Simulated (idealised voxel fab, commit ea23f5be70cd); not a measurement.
Process module under the name voxel ribs on slabs
Shown is cross-section cut, with a width of 285 nm and square cells of size 5 nm.
Cross-sections here: square-cell grids, written as top-down lists of bands, a band being one or more rows of cells.
First you get the band's top height and its bottom height, in nm, and then the materials it's made of, left to right, with each width in nm. If you see a single material with "edge to edge", that one covers the band edge to edge. "empty" is empty space.
Heights are reckoned from 0. Under this level, the received wafer is all of one material. The bottommost band is open-ended downward, for example "0..down".
It should be noted that a width expressed as "30->40" varies in equal increments from row to row of cells within the band, taking the value of the first number at the top row and that of the second number at the bottom row.
No cell of the cross-section changed in a step that is given as "stayed the same".
Under "Closed-off voids" you'll find the enclosed gaps, the ones with no way out to the top, that are 8 cells or bigger; each reads width x height at distance, with distance counted from the left edge, everything in nm.
Where a step's line continues beyond its settings, the continuation is a remark by the simulator itself on that step.
The setting "overlay nm" may be written on the line of a step. When the step uses a mask, the value reports how far to the right of the planned place the mask lay, and a negative value reports that it lay to the left.
# Steps planned for the process
step 1: RECEIVE, material Si
step 2: DIRECTIONAL_DEP, material SiO2, thk nm 25
step 3: DIRECTIONAL_DEP, material SiN, thk nm 15
step 4: PATTERN, tone cover, mask id RIB, material resist, width nm 30, thk nm 15, overlay nm 0
step 5: DIRECTIONAL_ETCH, etch materials SiN, depth nm 10
step 6: STRIP, etch materials resist
step 7: MASKED_ETCH, tone cover, mask id SLAB, width nm 70, etch materials SiN, depth nm 5, overlay nm 0
step 8: FILL_DEP, material SiO2, thk nm 25
step 9: CMP, height nm 60
step 10: DIRECTIONAL_DEP, material TiN, thk nm 10
step 11: DIRECTIONAL_DEP, material aC, thk nm 10
step 12: PATTERN, tone cover, mask id HEATER, material resist, width nm 40, thk nm 30, overlay nm 0
step 13: DIRECTIONAL_ETCH, etch materials aC, depth nm 10
step 14: STRIP, etch materials resist
step 15: DIRECTIONAL_ETCH, etch materials TiN, depth nm 10
step 16: STRIP, etch materials aC
step 17: CONFORMAL_DEP, material SiN, thk nm 5
# Wafer cross-section on receipt, i.e. after step 1
* 0..down  Si edge to edge
* Closed-off voids: none
# This is how the wafer looks in cross-section once the module is done, given the starting state and plan above and one mistake in carrying the plan out
* 75..70  empty 115  SiN 50  empty 120
* 70..65  empty 115  SiN 5  TiN 40  SiN 5  empty 120
* 65..60  SiN 120  TiN 40  SiN 125
* 60..40  SiO2 edge to edge
* 40..30  SiO2 125  SiN 30  SiO2 130
* 30..25  SiO2 105  SiN 70  SiO2 110
* 25..0  aC edge to edge
* 0..down  Si edge to edge
* Closed-off voids: none
The plan and the run diverged here: step 2: run off-plan, actual operation and settings DIRECTIONAL_DEP, material aC, thk nm 25
